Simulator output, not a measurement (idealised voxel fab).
A process module follows: voxel ribs on slabs.
For reference, the cross-section in this document is cut, with width 200 nm and square cells of 5 nm.
Square cells in a grid make up a cross-section in this document, and the grid is given as bands, listed from the top down, each one or more rows of cells.
A band entry consists of two parts. The first gives the height of the band's top and the height of its bottom, in nm. The rest lists the band's materials from left to right, each with its width in nm. A single material labelled with the word "throughout" fills the band from edge to edge, and the word "air" marks empty space.
Height is counted from the level 0, under which the received wafer is composed throughout of one material. The lowest of the bands is not closed at the bottom but continues downward, in the notation "0 nm and below".
When a width is written as two numbers, as in "30->40", the first number is the width in the top row of cells of the band and the second is the width in its bottom row, and the width changes by the same amount from each row to the next.
A step reported as "remained unchanged" is a step in which no cell of the cross-section changed.
"Cavities, closed" lists enclosed empty spaces (at least 8 cells, no open path upward to the top), each as width x height at distance from the left edge, in nm.
Step line, after settings: the simulator's comment on this step.
overlay nm: for a step with a mask, the amount by which the mask lay right of where it was planned; a negative amount means left of it.

### Here's what the planned process steps look like
1: RECEIVE,material Si
2: DIRECTIONAL_DEP,material SiO2,thk nm 25
3: DIRECTIONAL_DEP,material polySi,thk nm 25
4: PATTERN,tone cover,mask id RIB,material resist,width nm 15,thk nm 15,overlay nm 0
5: DIRECTIONAL_ETCH,etch materials polySi,depth nm 15
6: STRIP,etch materials resist
7: PATTERN,tone cover,mask id SLAB,material resist,width nm 45,thk nm 20,overlay nm 0
8: DIRECTIONAL_ETCH,etch materials polySi,depth nm 10
9: STRIP,etch materials resist
10: FILL_DEP,material SiO2,thk nm 25
11: CMP,height nm 70
12: DIRECTIONAL_DEP,material W,thk nm 5
13: DIRECTIONAL_DEP,material aC,thk nm 10
14: PATTERN,tone cover,mask id HEATER,material resist,width nm 25,thk nm 25,overlay nm 0
15: DIRECTIONAL_ETCH,etch materials aC,depth nm 10
16: STRIP,etch materials resist
17: DIRECTIONAL_ETCH,etch materials W,depth nm 5
18: STRIP,etch materials aC
19: CONFORMAL_DEP,material SiN,thk nm 5

### As-received wafer cross-section (after step 1)
* 0 nm and below = Si throughout
* Cavities, closed: none

### The first of the two wafers as seen in cross-section once the module was finished; processing followed the plan
* 80 nm to 75 nm = air: 80 | SiN: 35 | air: 85
* 75 nm to 70 nm = SiN: 85 | W: 25 | SiN: 90
* 70 nm to 50 nm = SiO2 throughout
* 50 nm to 35 nm = SiO2: 90 | polySi: 15 | SiO2: 95
* 35 nm to 25 nm = SiO2: 75 | polySi: 45 | SiO2: 80
* 25 nm to 0 nm = SiO2 throughout
* 0 nm and below = Si throughout
* Cavities, closed: none

### The second wafer, shown in cross-section after the module: started the same way as the first and given the same plan, yet one mistake crept into how it was run
* 80 nm to 75 nm = SiN: 90 | air: 15 | SiN: 95
* 75 nm to 70 nm = W: 85 | SiN: 25 | W: 90
* 70 nm to 50 nm = SiO2 throughout
* 50 nm to 35 nm = SiO2: 90 | polySi: 15 | SiO2: 95
* 35 nm to 25 nm = SiO2: 75 | polySi: 45 | SiO2: 80
* 25 nm to 0 nm = SiO2 throughout
* 0 nm and below = Si throughout
* Cavities, closed: none
What was done differently from what was planned? step 14, actual vs plan mismatch, actual run PATTERN,tone open,mask id HEATER,material resist,width nm 25,thk nm 25,overlay nm 0
Count the cells at the end and the second wafer has more or fewer of some materials than the first: +30 W
